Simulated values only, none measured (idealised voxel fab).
The process module presented herein is designated voxel tone inversion.
The figure presents cross-section cut, which has a width of 220 nm and is divided into square cells with an edge length of 5 nm.
A cross-section is a grid of square cells, given in bands from the top down. A band is one or more rows of cells. Top, bottom (nm), then materials left to right with widths (nm); lone material tagged "full width" fills the whole band edge to edge; "empty" = empty space. Ref level 0: as-received wafer is one material below here. Bottom band extends down with no lower bound ("from 0 down"). Think of "30..40" as a width that walks from the first number to the second as you go down the band, top row to bottom row, taking equal-sized steps from row to row. Take "no alteration" at face value: in the step it is given for, the cross-section changed in none of its cells. You'll see "Sealed cavities" listing empty spaces that have no way open to the top, as long as they're 8 cells or more; the notation is width x height at distance, where the distance is from the left edge, and all of it is in nm. Post-settings text on a step line: simulator's own remark regarding the step. overlay nm: on a step with a mask, how far right of its planned place the mask lay; negative means left.
Set out below are the planned steps of the process
1. op RECEIVE | material Si
2. op CONFORMAL_DEP | material SiN | thk nm 10
3. op DIRECTIONAL_DEP | material polySi | thk nm 25
4. op PATTERN | tone cover | mask id POSTS | material resist | width nm 20 | pitch nm 45 | thk nm 30 | overlay nm 0
5. op DIRECTIONAL_ETCH | etch materials polySi | depth nm 25
6. op STRIP | etch materials resist
7. op FILL_DEP | material lowk | thk nm 10
8. op CMP | height nm 35
9. op STRIP | etch materials polySi
10. op CONFORMAL_DEP | material TiN | thk nm 5
11. op FILL_DEP | material Cu | thk nm 5
12. op CMP | height nm 35
13. op CONFORMAL_DEP | material SiCN | thk nm 5
First of two wafers, with the run carried out as planned
Cross-section of the incoming wafer, state after step 1
* from 0 down = Si full width
* Sealed cavities: none
After step 2, in cross-section
* from 10 to 0 = SiN full width
* Everything under 0 stays put, no change at all.
After step 3, in cross-section
* from 35 to 10 = polySi full width
* Everything under 10 stays put, no change at all.
After step 4, in cross-section
* from 65 to 35 = empty=30, then resist=20, then empty=25, then resist=20, then empty=25, then resist=20, then empty=25, then resist=20, then empty=35
* Everything under 35 stays put, no change at all.
After step 5, in cross-section
* from 65 to 35 = empty=30, then resist=20, then empty=25, then resist=20, then empty=25, then resist=20, then empty=25, then resist=20, then empty=35
* from 35 to 10 = empty=30, then polySi=20, then empty=25, then polySi=20, then empty=25, then polySi=20, then empty=25, then polySi=20, then empty=35
* Everything under 10 stays put, no change at all.
After step 6, in cross-section
* from 35 to 10 = empty=30, then polySi=20, then empty=25, then polySi=20, then empty=25, then polySi=20, then empty=25, then polySi=20, then empty=35
* Everything under 10 stays put, no change at all.
After step 7, in cross-section
* from 45 to 35 = lowk full width
* from 35 to 10 = lowk=30, then polySi=20, then lowk=25, then polySi=20, then lowk=25, then polySi=20, then lowk=25, then polySi=20, then lowk=35
* Everything under 10 stays put, no change at all.
After step 8, in cross-section
* from 35 to 10 = lowk=30, then polySi=20, then lowk=25, then polySi=20, then lowk=25, then polySi=20, then lowk=25, then polySi=20, then lowk=35
* Everything under 10 stays put, no change at all.
After step 9, in cross-section
* from 35 to 10 = lowk=30, then empty=20, then lowk=25, then empty=20, then lowk=25, then empty=20, then lowk=25, then empty=20, then lowk=35
* Everything under 10 stays put, no change at all.
After step 10, in cross-section
* from 40 to 35 = TiN=35, then empty=10, then TiN=35, then empty=10, then TiN=35, then empty=10, then TiN=35, then empty=10, then TiN=40
* from 35 to 15 = lowk=30, then TiN=5, then empty=10, then TiN=5, then lowk=25, then TiN=5, then empty=10, then TiN=5, then lowk=25, then TiN=5, then empty=10, then TiN=5, then lowk=25, then TiN=5, then empty=10, then TiN=5, then lowk=35
* from 15 to 10 = lowk=30, then TiN=20, then lowk=25, then TiN=20, then lowk=25, then TiN=20, then lowk=25, then TiN=20, then lowk=35
* Everything under 10 stays put, no change at all.
After step 11, in cross-section
* from 45 to 40 = Cu full width
* from 40 to 35 = TiN=35, then Cu=10, then TiN=35, then Cu=10, then TiN=35, then Cu=10, then TiN=35, then Cu=10, then TiN=40
* from 35 to 15 = lowk=30, then TiN=5, then Cu=10, then TiN=5, then lowk=25, then TiN=5, then Cu=10, then TiN=5, then lowk=25, then TiN=5, then Cu=10, then TiN=5, then lowk=25, then TiN=5, then Cu=10, then TiN=5, then lowk=35
* Everything under 15 stays put, no change at all.
After step 12, in cross-section
* from 35 to 15 = lowk=30, then TiN=5, then Cu=10, then TiN=5, then lowk=25, then TiN=5, then Cu=10, then TiN=5, then lowk=25, then TiN=5, then Cu=10, then TiN=5, then lowk=25, then TiN=5, then Cu=10, then TiN=5, then lowk=35
* Everything under 15 stays put, no change at all.
After step 13, in cross-section
* from 40 to 35 = SiCN full width
* Everything under 35 stays put, no change at all.
Wafer two. Same start, same plan, one slip in execution. Same as wafer one through step 3, inclusive
Second wafer cross-section, taken as of the time the plan sets for step 4 to be done
* from 65 to 35 = empty=25, then resist=20, then empty=25, then resist=20, then empty=25, then resist=20, then empty=25, then resist=20, then empty=40
* Everything under 35 stays put, no change at all.
Second wafer cross-section, taken as of the time the plan sets for step 5 to be done
* from 65 to 35 = empty=25, then resist=20, then empty=25, then resist=20, then empty=25, then resist=20, then empty=25, then resist=20, then empty=40
* from 35 to 10 = empty=25, then polySi=20, then empty=25, then polySi=20, then empty=25, then polySi=20, then empty=25, then polySi=20, then empty=40
* Everything under 10 stays put, no change at all.
Second wafer cross-section, taken as of the time the plan sets for step 6 to be done
* from 35 to 10 = empty=25, then polySi=20, then empty=25, then polySi=20, then empty=25, then polySi=20, then empty=25, then polySi=20, then empty=40
* Everything under 10 stays put, no change at all.
Second wafer cross-section, taken as of the time the plan sets for step 7 to be done
* from 45 to 35 = lowk full width
* from 35 to 10 = lowk=25, then polySi=20, then lowk=25, then polySi=20, then lowk=25, then polySi=20, then lowk=25, then polySi=20, then lowk=40
* Everything under 10 stays put, no change at all.
Second wafer cross-section, taken as of the time the plan sets for step 8 to be done
* from 35 to 10 = lowk=25, then polySi=20, then lowk=25, then polySi=20, then lowk=25, then polySi=20, then lowk=25, then polySi=20, then lowk=40
* Everything under 10 stays put, no change at all.
Second wafer cross-section, taken as of the time the plan sets for step 9 to be done
* from 35 to 10 = lowk=25, then empty=20, then lowk=25, then empty=20, then lowk=25, then empty=20, then lowk=25, then empty=20, then lowk=40
* Everything under 10 stays put, no change at all.
Second wafer cross-section, taken as of the time the plan sets for step 10 to be done
* from 40 to 35 = TiN=30, then empty=10, then TiN=35, then empty=10, then TiN=35, then empty=10, then TiN=35, then empty=10, then TiN=45
* from 35 to 15 = lowk=25, then TiN=5, then empty=10, then TiN=5, then lowk=25, then TiN=5, then empty=10, then TiN=5, then lowk=25, then TiN=5, then empty=10, then TiN=5, then lowk=25, then TiN=5, then empty=10, then TiN=5, then lowk=40
* from 15 to 10 = lowk=25, then TiN=20, then lowk=25, then TiN=20, then lowk=25, then TiN=20, then lowk=25, then TiN=20, then lowk=40
* Everything under 10 stays put, no change at all.
Second wafer cross-section, taken as of the time the plan sets for step 11 to be done
* from 45 to 40 = Cu full width
* from 40 to 35 = TiN=30, then Cu=10, then TiN=35, then Cu=10, then TiN=35, then Cu=10, then TiN=35, then Cu=10, then TiN=45
* from 35 to 15 = lowk=25, then TiN=5, then Cu=10, then TiN=5, then lowk=25, then TiN=5, then Cu=10, then TiN=5, then lowk=25, then TiN=5, then Cu=10, then TiN=5, then lowk=25, then TiN=5, then Cu=10, then TiN=5, then lowk=40
* Everything under 15 stays put, no change at all.
Second wafer cross-section, taken as of the time the plan sets for step 12 to be done
* from 35 to 15 = lowk=25, then TiN=5, then Cu=10, then TiN=5, then lowk=25, then TiN=5, then Cu=10, then TiN=5, then lowk=25, then TiN=5, then Cu=10, then TiN=5, then lowk=25, then TiN=5, then Cu=10, then TiN=5, then lowk=40
* Everything under 15 stays put, no change at all.
Second wafer cross-section, taken as of the time the plan sets for step 13 to be done
* from 40 to 35 = SiCN full width
* Everything under 35 stays put, no change at all.
Deviation from plan: step 4 did not use the planned setting and instead ran as op PATTERN | tone cover | mask id POSTS | material resist | width nm 20 | pitch nm 45 | thk nm 30 | overlay nm -5
Final state: per-material cell counts identical on both wafers; locations differ.
